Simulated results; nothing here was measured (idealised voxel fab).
Title: Process Module voxel gate over fins
Each square cell in cross-section cut measures 5 nm, and the section as a whole is 245 nm wide.
Cross-section format: a grid of square cells, given as bands from top to bottom; each band is one or more rows of cells.
Within each band entry, the heights of the top and of the bottom of the band appear first, in that order and in nm; the materials of the band then follow from left to right, each with its corresponding width in nm. The designation "everywhere" on a single material indicates that it fills the band from edge to edge; the designation "empty" indicates empty space.
For the purposes of this specification, 0 denotes the height below which the wafer in its as-received condition is composed wholly of one material, and the lowermost band, lacking a lower limit, extends downward without end, as expressed in "0 nm and below".
So if you see something like "30 to 40" for the width, read it as the top row of the band sitting at the first number and the bottom row at the second, with every row in between moving by the same amount as the last.
Take "nothing different" at face value: in the step it is given for, the cross-section changed in none of its cells.
"Non-vented voids" enumerates empty spaces isolated from the top, with no open way to it, that contain at least 8 cells, giving each as width x height at distance from the left edge, all three in nm.
Past the settings on a step's line: simulator remark, on that step.
When a step includes a mask, the "overlay nm" setting on its line states how far to the right of its planned place that mask lay, and negative values state how far to the left.

**plan**
step 1: RECEIVE: material Si
step 2: CONFORMAL_DEP: material SiN, thk nm 10
step 3: DIRECTIONAL_DEP: material aC, thk nm 10
step 4: PATTERN: tone cover, mask id FINS, material resist, width nm 15, pitch nm 45, thk nm 30, overlay nm 0
step 5: DIRECTIONAL_ETCH: etch materials aC, depth nm 10
step 6: STRIP: etch materials resist
step 7: DIRECTIONAL_ETCH: etch materials SiN, depth nm 10
step 8: DIRECTIONAL_ETCH: etch materials Si, depth nm 30
step 9: STRIP: etch materials aC
step 10: FILL_DEP: material SiO2, thk nm 10
step 11: CMP: height nm 10
step 12: SELECTIVE_ETCH: etch materials SiO2, depth nm 20
step 13: STRIP: etch materials SiN
step 14: CONFORMAL_DEP: material HfO2, thk nm 5
step 15: CONFORMAL_DEP: material TiN, thk nm 5
step 16: FILL_DEP: material W, thk nm 10
step 17: CMP: height nm 15
step 18: CONFORMAL_DEP: material SiCN, thk nm 5

**First of two wafers - as planned**

**Here's what the wafer looked like in cross-section when it arrived - that's after step 1**
	0 nm and below: Si everywhere
	Non-vented voids: none

**Step 2 done - wafer cross-section**
	10 nm to 0 nm: SiN everywhere
	Below 0 it's all the same as before, nothing changed down there.

**Step 3 done - wafer cross-section**
	20 nm to 10 nm: aC everywhere
	Below 10 it's all the same as before, nothing changed down there.

**Step 4 done - wafer cross-section**
	50 nm to 20 nm: empty 90 nm; resist 15 nm; empty 30 nm; resist 15 nm; empty 95 nm
	Below 20 it's all the same as before, nothing changed down there.

**Step 5 done - wafer cross-section**
	40 nm to 20 nm: empty 90 nm; resist 15 nm; empty 30 nm; resist 15 nm; empty 95 nm
	20 nm to 10 nm: empty 90 nm; aC 15 nm; empty 30 nm; aC 15 nm; empty 95 nm
	Below 10 it's all the same as before, nothing changed down there.

**Step 6 done - wafer cross-section**
	20 nm to 10 nm: empty 90 nm; aC 15 nm; empty 30 nm; aC 15 nm; empty 95 nm
	Below 10 it's all the same as before, nothing changed down there.

**Step 7 done - wafer cross-section**
	20 nm to 10 nm: empty 90 nm; aC 15 nm; empty 30 nm; aC 15 nm; empty 95 nm
	10 nm to 0 nm: empty 90 nm; SiN 15 nm; empty 30 nm; SiN 15 nm; empty 95 nm
	Below 0 it's all the same as before, nothing changed down there.

**Step 8 done - wafer cross-section**
	20 nm to 10 nm: empty 90 nm; aC 15 nm; empty 30 nm; aC 15 nm; empty 95 nm
	10 nm to 0 nm: empty 90 nm; SiN 15 nm; empty 30 nm; SiN 15 nm; empty 95 nm
	0 nm to -30 nm: empty 90 nm; Si 15 nm; empty 30 nm; Si 15 nm; empty 95 nm
	Below -30 it's all the same as before, nothing changed down there.

**Step 9 done - wafer cross-section**
	10 nm to 0 nm: empty 90 nm; SiN 15 nm; empty 30 nm; SiN 15 nm; empty 95 nm
	Below 0 it's all the same as before, nothing changed down there.

**Step 10 done - wafer cross-section**
	20 nm to 10 nm: SiO2 everywhere
	10 nm to 0 nm: SiO2 90 nm; SiN 15 nm; SiO2 30 nm; SiN 15 nm; SiO2 95 nm
	0 nm to -30 nm: SiO2 90 nm; Si 15 nm; SiO2 30 nm; Si 15 nm; SiO2 95 nm
	Below -30 it's all the same as before, nothing changed down there.

**Step 11 done - wafer cross-section**
	10 nm to 0 nm: SiO2 90 nm; SiN 15 nm; SiO2 30 nm; SiN 15 nm; SiO2 95 nm
	Below 0 it's all the same as before, nothing changed down there.

**Step 12 done - wafer cross-section**
	10 nm to 0 nm: empty 90 nm; SiN 15 nm; empty 30 nm; SiN 15 nm; empty 95 nm
	0 nm to -10 nm: empty 90 nm; Si 15 nm; empty 30 nm; Si 15 nm; empty 95 nm
	Below -10 it's all the same as before, nothing changed down there.

**Step 13 done - wafer cross-section**
	0 nm to -10 nm: empty 90 nm; Si 15 nm; empty 30 nm; Si 15 nm; empty 95 nm
	Below -10 it's all the same as before, nothing changed down there.

**Step 14 done - wafer cross-section**
	5 nm to 0 nm: empty 85 nm; HfO2 25 nm; empty 20 nm; HfO2 25 nm; empty 90 nm
	0 nm to -5 nm: empty 85 nm; HfO2 5 nm; Si 15 nm; HfO2 5 nm; empty 20 nm; HfO2 5 nm; Si 15 nm; HfO2 5 nm; empty 90 nm
	-5 nm to -10 nm: HfO2 90 nm; Si 15 nm; HfO2 30 nm; Si 15 nm; HfO2 95 nm
	Below -10 it's all the same as before, nothing changed down there.

**Step 15 done - wafer cross-section**
	10 nm to 5 nm: empty 80 nm; TiN 35 nm; empty 10 nm; TiN 35 nm; empty 85 nm
	5 nm to 0 nm: empty 80 nm; TiN 5 nm; HfO2 25 nm; TiN 5 nm; empty 10 nm; TiN 5 nm; HfO2 25 nm; TiN 5 nm; empty 85 nm
	0 nm to -5 nm: TiN 85 nm; HfO2 5 nm; Si 15 nm; HfO2 5 nm; TiN 20 nm; HfO2 5 nm; Si 15 nm; HfO2 5 nm; TiN 90 nm
	Below -5 it's all the same as before, nothing changed down there.

**Step 16 done - wafer cross-section**
	20 nm to 10 nm: W everywhere
	10 nm to 5 nm: W 80 nm; TiN 35 nm; W 10 nm; TiN 35 nm; W 85 nm
	5 nm to 0 nm: W 80 nm; TiN 5 nm; HfO2 25 nm; TiN 5 nm; W 10 nm; TiN 5 nm; HfO2 25 nm; TiN 5 nm; W 85 nm
	Below 0 it's all the same as before, nothing changed down there.

**Step 17 done - wafer cross-section**
	15 nm to 10 nm: W everywhere
	Below 10 it's all the same as before, nothing changed down there.

**Step 18 done - wafer cross-section**
	20 nm to 15 nm: SiCN everywhere
	Below 15 it's all the same as before, nothing changed down there.

**Wafer two: like wafer one in start and plan, but with one mistake in execution; identical up to and including step 3**

**Here is the second wafer in cross-section at the point where step 4 of the plan should have been done**
	50 nm to 20 nm: resist 90 nm; empty 15 nm; resist 30 nm; empty 15 nm; resist 95 nm
	Below 20 it's all the same as before, nothing changed down there.

**Here is the second wafer in cross-section at the point where step 5 of the plan should have been done**
	40 nm to 20 nm: resist 90 nm; empty 15 nm; resist 30 nm; empty 15 nm; resist 95 nm
	20 nm to 10 nm: aC 90 nm; empty 15 nm; aC 30 nm; empty 15 nm; aC 95 nm
	Below 10 it's all the same as before, nothing changed down there.

**Here is the second wafer in cross-section at the point where step 6 of the plan should have been done**
	20 nm to 10 nm: aC 90 nm; empty 15 nm; aC 30 nm; empty 15 nm; aC 95 nm
	Below 10 it's all the same as before, nothing changed down there.

**Here is the second wafer in cross-section at the point where step 7 of the plan should have been done**
	20 nm to 10 nm: aC 90 nm; empty 15 nm; aC 30 nm; empty 15 nm; aC 95 nm
	10 nm to 0 nm: SiN 90 nm; empty 15 nm; SiN 30 nm; empty 15 nm; SiN 95 nm
	Below 0 it's all the same as before, nothing changed down there.

**Here is the second wafer in cross-section at the point where step 8 of the plan should have been done**
	20 nm to 10 nm: aC 90 nm; empty 15 nm; aC 30 nm; empty 15 nm; aC 95 nm
	10 nm to 0 nm: SiN 90 nm; empty 15 nm; SiN 30 nm; empty 15 nm; SiN 95 nm
	0 nm to -30 nm: Si 90 nm; empty 15 nm; Si 30 nm; empty 15 nm; Si 95 nm
	Below -30 it's all the same as before, nothing changed down there.

**Here is the second wafer in cross-section at the point where step 9 of the plan should have been done**
	10 nm to 0 nm: SiN 90 nm; empty 15 nm; SiN 30 nm; empty 15 nm; SiN 95 nm
	Below 0 it's all the same as before, nothing changed down there.

**Here is the second wafer in cross-section at the point where step 10 of the plan should have been done**
	20 nm to 10 nm: SiO2 everywhere
	10 nm to 0 nm: SiN 90 nm; SiO2 15 nm; SiN 30 nm; SiO2 15 nm; SiN 95 nm
	0 nm to -30 nm: Si 90 nm; SiO2 15 nm; Si 30 nm; SiO2 15 nm; Si 95 nm
	Below -30 it's all the same as before, nothing changed down there.

**Here is the second wafer in cross-section at the point where step 11 of the plan should have been done**
	10 nm to 0 nm: SiN 90 nm; SiO2 15 nm; SiN 30 nm; SiO2 15 nm; SiN 95 nm
	Below 0 it's all the same as before, nothing changed down there.

**Here is the second wafer in cross-section at the point where step 12 of the plan should have been done**
	10 nm to 0 nm: SiN 90 nm; empty 15 nm; SiN 30 nm; empty 15 nm; SiN 95 nm
	0 nm to -10 nm: Si 90 nm; empty 15 nm; Si 30 nm; empty 15 nm; Si 95 nm
	Below -10 it's all the same as before, nothing changed down there.

**Here is the second wafer in cross-section at the point where step 13 of the plan should have been done**
	0 nm to -10 nm: Si 90 nm; empty 15 nm; Si 30 nm; empty 15 nm; Si 95 nm
	Below -10 it's all the same as before, nothing changed down there.

**Here is the second wafer in cross-section at the point where step 14 of the plan should have been done**
	5 nm to 0 nm: HfO2 95 nm; empty 5 nm; HfO2 40 nm; empty 5 nm; HfO2 100 nm
	0 nm to -5 nm: Si 90 nm; HfO2 5 nm; empty 5 nm; HfO2 5 nm; Si 30 nm; HfO2 5 nm; empty 5 nm; HfO2 5 nm; Si 95 nm
	-5 nm to -10 nm: Si 90 nm; HfO2 15 nm; Si 30 nm; HfO2 15 nm; Si 95 nm
	Below -10 it's all the same as before, nothing changed down there.

**Here is the second wafer in cross-section at the point where step 15 of the plan should have been done**
	10 nm to 5 nm: TiN everywhere
	5 nm to 0 nm: HfO2 95 nm; TiN 5 nm; HfO2 40 nm; TiN 5 nm; HfO2 100 nm
	0 nm to -5 nm: Si 90 nm; HfO2 5 nm; TiN 5 nm; HfO2 5 nm; Si 30 nm; HfO2 5 nm; TiN 5 nm; HfO2 5 nm; Si 95 nm
	Below -5 it's all the same as before, nothing changed down there.

**Here is the second wafer in cross-section at the point where step 16 of the plan should have been done**
	20 nm to 10 nm: W everywhere
	Below 10 it's all the same as before, nothing changed down there.

**Here is the second wafer in cross-section at the point where step 17 of the plan should have been done**
	15 nm to 10 nm: W everywhere
	Below 10 it's all the same as before, nothing changed down there.

**Here is the second wafer in cross-section at the point where step 18 of the plan should have been done**
	20 nm to 15 nm: SiCN everywhere
	Below 15 it's all the same as before, nothing changed down there.
What was the processing mistake? step 4 ran with different settings than intended, the actual operation and settings being PATTERN: tone open, mask id FINS, material resist, width nm 15, pitch nm 45, thk nm 30, overlay nm 0
Materials where the second wafer ends with more or fewer cells than the first: 222 more of Si; 148 fewer of SiO2; 4 fewer of TiN; 70 fewer of W
